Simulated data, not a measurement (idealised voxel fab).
process module | voxel tone inversion
cross-section cut | 240 nm wide | cells 5 nm
A cross-section is a grid of square cells, given in bands from the top down. A band is one or more rows of cells.
Each band's line starts with the height of the band's top and of its bottom, in nm. Then come its materials from left to right, each with its width in nm. One material with "throughout" fills the band from edge to edge. "air" is empty space.
Height 0 is the level under which the wafer as received is all one material. The lowest band goes on downwards, as in "0 down".
A width such as "30 to 40" changes by the same amount from each row of cells to the next, from the band's top row to its bottom row.
"no change" after a step means that no cell of the cross-section changed.
closed voids: empty space of 8 cells or more with no open way to the top, each as width x height at its distance from the left edge, in nm
after a step's settings: what the simulator itself notes on the step
overlay nm, on a step with a mask: how far to the right of its planned place the mask lay; to the left if negative
plan
1 op RECEIVE | material Si
2 op CONFORMAL_DEP | material SiCN | thk nm 10
3 op DIRECTIONAL_DEP | material aC | thk nm 20
4 op PATTERN | tone cover | mask id POSTS | material resist | width nm 15 | pitch nm 45 | thk nm 25 | overlay nm 0
5 op DIRECTIONAL_ETCH | etch materials aC | depth nm 20
6 op STRIP | etch materials resist
7 op FILL_DEP | material SiO2 | thk nm 10
8 op CMP | height nm 30
9 op STRIP | etch materials aC
10 op CONFORMAL_DEP | material TiN | thk nm 5
11 op FILL_DEP | material Cu | thk nm 10
12 op CMP | height nm 30
13 op CONFORMAL_DEP | material SiCN | thk nm 5
varied across the wafers: width nm of step 4. The plan shows the first wafer's value. All wafers start alike
first wafer as received, after step 1
  0 down: Si throughout
  closed voids: none
first wafer at the end, after step 13
  35 to 30: SiCN throughout
  30 to 15: SiO2 90 | TiN 5 | Cu 5 | TiN 5 | SiO2 30 | TiN 5 | Cu 5 | TiN 5 | SiO2 90
  15 to 10: SiO2 90 | TiN 15 | SiO2 30 | TiN 15 | SiO2 90
  10 to 0: SiCN throughout
  0 down: Si throughout
  closed voids: none
last wafer at the end
  35 to 30: SiCN throughout
  30 to 15: SiO2 80 | TiN 5 | Cu 20 | TiN 5 | SiO2 15 | TiN 5 | Cu 20 | TiN 5 | SiO2 85
  15 to 10: SiO2 80 | TiN 30 | SiO2 15 | TiN 30 | SiO2 85
  10 to 0: SiCN throughout
  0 down: Si throughout
  closed voids: none
each wafer at the end: cells of each material gained (+) or lost (-) since it was received, then its closed voids
width nm 15 | +6 Cu | +144 SiCN | +168 SiO2 | +18 TiN | closed voids: none
width nm 20 | +12 Cu | +144 SiCN | +160 SiO2 | +20 TiN | closed voids: none
width nm 25 | +18 Cu | +144 SiCN | +152 SiO2 | +22 TiN | closed voids: none
width nm 30 | +24 Cu | +144 SiCN | +144 SiO2 | +24 TiN | closed voids: none
